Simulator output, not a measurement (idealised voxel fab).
This is a process module. Its name is voxel wiring stack.
We display cut, a cross-section 205 nm in width whose square cells are each 5 nm.
When this document writes out a cross-section, it uses a grid of square cells and lists it as bands, beginning at the top and moving down, with a band standing for one or more rows of cells.
Heights first: top, then bottom, in nm. Then materials, left to right, each with a width in nm. "full width" on a single material: fills the band edge to edge. "empty": empty space.
Heights are reckoned from 0. Under this level, the received wafer is all of one material. The bottommost band is open-ended downward, for example "top 0, no bottom".
So if you see something like "30->40" for the width, read it as the top row of the band sitting at the first number and the bottom row at the second, with every row in between moving by the same amount as the last.
Key: "remained the same" - step with no changed cell in the cross-section.
Entry "Cavities, closed" = empty spaces >= 8 cells with no open way to the top; each as width x height at distance, distance from left edge, all nm.
after a step's settings: what the simulator itself notes on the step
A step's line can hold "overlay nm"; with a mask on that step, the setting says how far right of the planned place the mask lay, while a negative setting says it lay to the left.
These are the steps we planned for the process
| 1 | RECEIVE,material Si |
| 2 | CONFORMAL_DEP,material SiO2,thk nm 15 |
| 3 | DIRECTIONAL_DEP,material TiN,thk nm 5 |
| 4 | DIRECTIONAL_DEP,material W,thk nm 20 |
| 5 | DIRECTIONAL_DEP,material aC,thk nm 10 |
| 6 | PATTERN,tone cover,mask id METAL_1,material resist,width nm 20,pitch nm 35,thk nm 30,overlay nm 0 |
| 7 | DIRECTIONAL_ETCH,etch materials aC,depth nm 10 |
| 8 | STRIP,etch materials resist |
| 9 | DIRECTIONAL_ETCH,etch materials W,depth nm 20 |
| 10 | DIRECTIONAL_ETCH,etch materials TiN,depth nm 5 |
| 11 | STRIP,etch materials aC |
| 12 | CONFORMAL_DEP,material SiN,thk nm 5 |
| 13 | FILL_DEP,material SiO2,thk nm 5 |
| 14 | CMP,height nm 40 |
| 15 | CONFORMAL_DEP,material SiCN,thk nm 5 |
| 16 | DIRECTIONAL_DEP,material lowk,thk nm 30 |
| 17 | MASKED_ETCH,tone open,mask id METAL_2_HOLES,width nm 15,pitch nm 70,etch materials lowk,depth nm 30,overlay nm 0 |
| 18 | PATTERN,tone open,mask id METAL_2,material resist,width nm 20,pitch nm 35,thk nm 20,overlay nm 0 |
| 19 | DIRECTIONAL_ETCH,etch materials lowk,depth nm 15 |
| 20 | DIRECTIONAL_ETCH,etch materials SiCN,depth nm 5 |
| 21 | STRIP,etch materials resist |
| 22 | CONFORMAL_DEP,material TiN,thk nm 5 |
| 23 | FILL_DEP,material Ru,thk nm 5 |
| 24 | CMP,height nm 75 |
| 25 | CONFORMAL_DEP,material SiCN,thk nm 5 |
| 26 | DIRECTIONAL_DEP,material SiO2,thk nm 35 |
| 27 | DIRECTIONAL_DEP,material aC,thk nm 15 |
| 28 | PATTERN,tone open,mask id METAL_3,material resist,width nm 20,pitch nm 35,thk nm 30,overlay nm 0 |
| 29 | DIRECTIONAL_ETCH,etch materials aC,depth nm 15 |
| 30 | STRIP,etch materials resist |
| 31 | DIRECTIONAL_ETCH,etch materials SiO2,depth nm 20 |
| 32 | STRIP,etch materials aC |
| 33 | MASKED_ETCH,tone open,mask id METAL_3_HOLES,width nm 15,pitch nm 70,etch materials SiO2,depth nm 15,overlay nm 0 |
| 34 | MASKED_ETCH,tone open,mask id METAL_3_HOLES,width nm 15,pitch nm 70,etch materials SiCN,depth nm 5,overlay nm 0 |
| 35 | CONFORMAL_DEP,material TiN,thk nm 5 |
| 36 | FILL_DEP,material Ru,thk nm 5 |
| 37 | CMP,height nm 115 |
| 38 | CONFORMAL_DEP,material SiCN,thk nm 5 |
| 39 | DIRECTIONAL_DEP,material SiO2,thk nm 35 |
| 40 | DIRECTIONAL_DEP,material aC,thk nm 10 |
| 41 | PATTERN,tone open,mask id METAL_4,material resist,width nm 20,pitch nm 35,thk nm 25,overlay nm 0 |
| 42 | DIRECTIONAL_ETCH,etch materials aC,depth nm 10 |
| 43 | STRIP,etch materials resist |
| 44 | DIRECTIONAL_ETCH,etch materials SiO2,depth nm 20 |
| 45 | STRIP,etch materials aC |
| 46 | PATTERN,tone open,mask id METAL_4_HOLES,material resist,width nm 15,pitch nm 70,thk nm 20,overlay nm 0 |
| 47 | DIRECTIONAL_ETCH,etch materials SiO2,depth nm 15 |
| 48 | DIRECTIONAL_ETCH,etch materials SiCN,depth nm 5 |
| 49 | STRIP,etch materials resist |
| 50 | CONFORMAL_DEP,material TiN,thk nm 5 |
| 51 | FILL_DEP,material Cu,thk nm 10 |
| 52 | CMP,height nm 155 |
| 53 | CONFORMAL_DEP,material SiCN,thk nm 5 |
For this document, wafers share an identical start and vary in the step 25 thk nm; the plan quotes the first wafer's value.
Cross-section of the first of several wafers as received (after step 1)
top 0, no bottom  Si full width
Cavities, closed: none
Where each wafer stands at the end of the module, a row apiece: cells of each material gained (+) or lost (-) since it was received, then closed voids
thk nm 5 | +32 Cu | +56 Ru | +146 SiCN | +57 SiN | +601 SiO2 | +176 TiN | +64 W | +180 lowk | Cavities, closed: none
thk nm 10 | +32 Cu | +48 Ru | +187 SiCN | +57 SiN | +576 SiO2 | +168 TiN | +64 W | +180 lowk | Cavities, closed: none
thk nm 15 | +32 Cu | +40 Ru | +228 SiCN | +57 SiN | +551 SiO2 | +160 TiN | +64 W | +180 lowk | Cavities, closed: none
thk nm 20 | +32 Cu | +32 Ru | +269 SiCN | +57 SiN | +526 SiO2 | +152 TiN | +64 W | +180 lowk | Cavities, closed: none
